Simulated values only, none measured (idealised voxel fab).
Proc. module: voxel wiring stack
Xsec cut, 165 nm wide, square cell size 5 nm.
If you're reading a cross-section in this doc, picture square cells in a grid; it comes to you as bands, top ones listed first down to the bottom, and a band can be one or more rows of cells. Heights first: top, then bottom, in nm. Then materials, left to right, each with a width in nm. "everywhere" on a single material: fills the band edge to edge. "blank": empty space. Heights are reckoned from 0. Under this level, the received wafer is all of one material. The bottommost band is open-ended downward, for example "0 nm and below". Width spec "30..40" -> top row of cells at first value, bottom row at second value, equal per-row change in between. "stayed the same" (step): cross-section cells unchanged, all of them. Under "Closed internal voids" you'll find the enclosed gaps, the ones with no way out to the top, that are 8 cells or bigger; each reads width x height at distance, with distance counted from the left edge, everything in nm. What comes after the settings on a step's line is commentary from the simulator itself on that step. overlay nm: mask right of planned place by this much (step with mask). Neg. = left.
## Process steps - plan
1,op RECEIVE | material Si
2,op CONFORMAL_DEP | material SiO2 | thk nm 10
3,op DIRECTIONAL_DEP | material TiN | thk nm 5
4,op DIRECTIONAL_DEP | material Ru | thk nm 25
5,op DIRECTIONAL_DEP | material aC | thk nm 15
6,op PATTERN | tone cover | mask id METAL_1 | material resist | width nm 25 | pitch nm 45 | thk nm 35 | overlay nm 0
7,op DIRECTIONAL_ETCH | etch materials aC | depth nm 15
8,op STRIP | etch materials resist
9,op DIRECTIONAL_ETCH | etch materials Ru | depth nm 25
10,op DIRECTIONAL_ETCH | etch materials TiN | depth nm 5
11,op STRIP | etch materials aC
12,op FILL_DEP | material SiO2 | thk nm 5
13,op CMP | height nm 40
14,op CONFORMAL_DEP | material SiCN | thk nm 5
15,op DIRECTIONAL_DEP | material SiO2 | thk nm 15
16,op DIRECTIONAL_DEP | material aC | thk nm 10
17,op PATTERN | tone open | mask id PLUG_1 | material resist | width nm 15 | thk nm 30 | overlay nm -15
18,op DIRECTIONAL_ETCH | etch materials aC | depth nm 10
19,op STRIP | etch materials resist
20,op DIRECTIONAL_ETCH | etch materials SiO2 | depth nm 15
21,op DIRECTIONAL_ETCH | etch materials SiCN | depth nm 5
22,op STRIP | etch materials aC
23,op CONFORMAL_DEP | material TiN | thk nm 5
24,op FILL_DEP | material W | thk nm 10
25,op CMP | height nm 60
26,op DIRECTIONAL_DEP | material TiN | thk nm 5
27,op DIRECTIONAL_DEP | material W | thk nm 20
28,op DIRECTIONAL_DEP | material aC | thk nm 10
29,op PATTERN | tone cover | mask id METAL_2 | material resist | width nm 25 | pitch nm 45 | thk nm 30 | overlay nm 0
30,op DIRECTIONAL_ETCH | etch materials aC | depth nm 10
31,op STRIP | etch materials resist
32,op DIRECTIONAL_ETCH | etch materials W | depth nm 20
33,op DIRECTIONAL_ETCH | etch materials TiN | depth nm 5
34,op STRIP | etch materials aC
35,op CONFORMAL_DEP | material SiCN | thk nm 5
36,op FILL_DEP | material SiO2 | thk nm 5
37,op CMP | height nm 85
38,op CONFORMAL_DEP | material SiCN | thk nm 5
The overlay nm used in step 17 is not the same on every wafer, whereas the starting condition is; the value printed in the plan is the first wafer's.
## first wafer as received, after step 1
0 nm and below  Si everywhere
Closed internal voids: none
## First of several wafers: cross-section at the end of the module, after step 38, its last step
90 nm to 85 nm  SiCN everywhere
85 nm to 65 nm  40 nm SiO2 / 5 nm SiCN / 25 nm W / 5 nm SiCN / 10 nm SiO2 / 5 nm SiCN / 25 nm W / 5 nm SiCN / 45 nm SiO2
65 nm to 60 nm  45 nm SiCN / 25 nm TiN / 20 nm SiCN / 25 nm TiN / 50 nm SiCN
60 nm to 45 nm  30 nm SiO2 / 5 nm TiN / 5 nm W / 5 nm TiN / 120 nm SiO2
45 nm to 40 nm  30 nm SiCN / 15 nm TiN / 120 nm SiCN
40 nm to 15 nm  45 nm SiO2 / 25 nm Ru / 20 nm SiO2 / 25 nm Ru / 50 nm SiO2
15 nm to 10 nm  45 nm SiO2 / 25 nm TiN / 20 nm SiO2 / 25 nm TiN / 50 nm SiO2
10 nm to 0 nm  SiO2 everywhere
0 nm and below  Si everywhere
Closed internal voids: none
## last wafer at the end
90 nm to 85 nm  SiCN everywhere
85 nm to 65 nm  40 nm SiO2 / 5 nm SiCN / 25 nm W / 5 nm SiCN / 10 nm SiO2 / 5 nm SiCN / 25 nm W / 5 nm SiCN / 45 nm SiO2
65 nm to 60 nm  45 nm SiCN / 25 nm TiN / 20 nm SiCN / 25 nm TiN / 50 nm SiCN
60 nm to 45 nm  60 nm SiO2 / 5 nm TiN / 5 nm W / 5 nm TiN / 90 nm SiO2
45 nm to 40 nm  60 nm SiCN / 15 nm TiN / 90 nm SiCN
40 nm to 15 nm  45 nm SiO2 / 25 nm Ru / 20 nm SiO2 / 25 nm Ru / 50 nm SiO2
15 nm to 10 nm  45 nm SiO2 / 25 nm TiN / 20 nm SiO2 / 25 nm TiN / 50 nm SiO2
10 nm to 0 nm  SiO2 everywhere
0 nm and below  Si everywhere
Closed internal voids: none
## For your reference, the table is organized with a row per wafer; each row reflects the wafer at the end of the module, indicating for each material the cells gained (+) or lost (-) since receipt, and thereafter its closed voids
overlay nm -15; +50 Ru; +102 SiCN; +370 SiO2; +29 TiN; +43 W; Closed internal voids: none
overlay nm -10; +50 Ru; +102 SiCN; +370 SiO2; +29 TiN; +43 W; Closed internal voids: none
overlay nm -5; +50 Ru; +102 SiCN; +370 SiO2; +29 TiN; +43 W; Closed internal voids: none
overlay nm 0; +50 Ru; +102 SiCN; +370 SiO2; +29 TiN; +43 W; Closed internal voids: none
overlay nm 5; +50 Ru; +102 SiCN; +370 SiO2; +29 TiN; +43 W; Closed internal voids: none
overlay nm 10; +50 Ru; +102 SiCN; +370 SiO2; +29 TiN; +43 W; Closed internal voids: none
overlay nm 15; +50 Ru; +102 SiCN; +370 SiO2; +29 TiN; +43 W; Closed internal voids: none
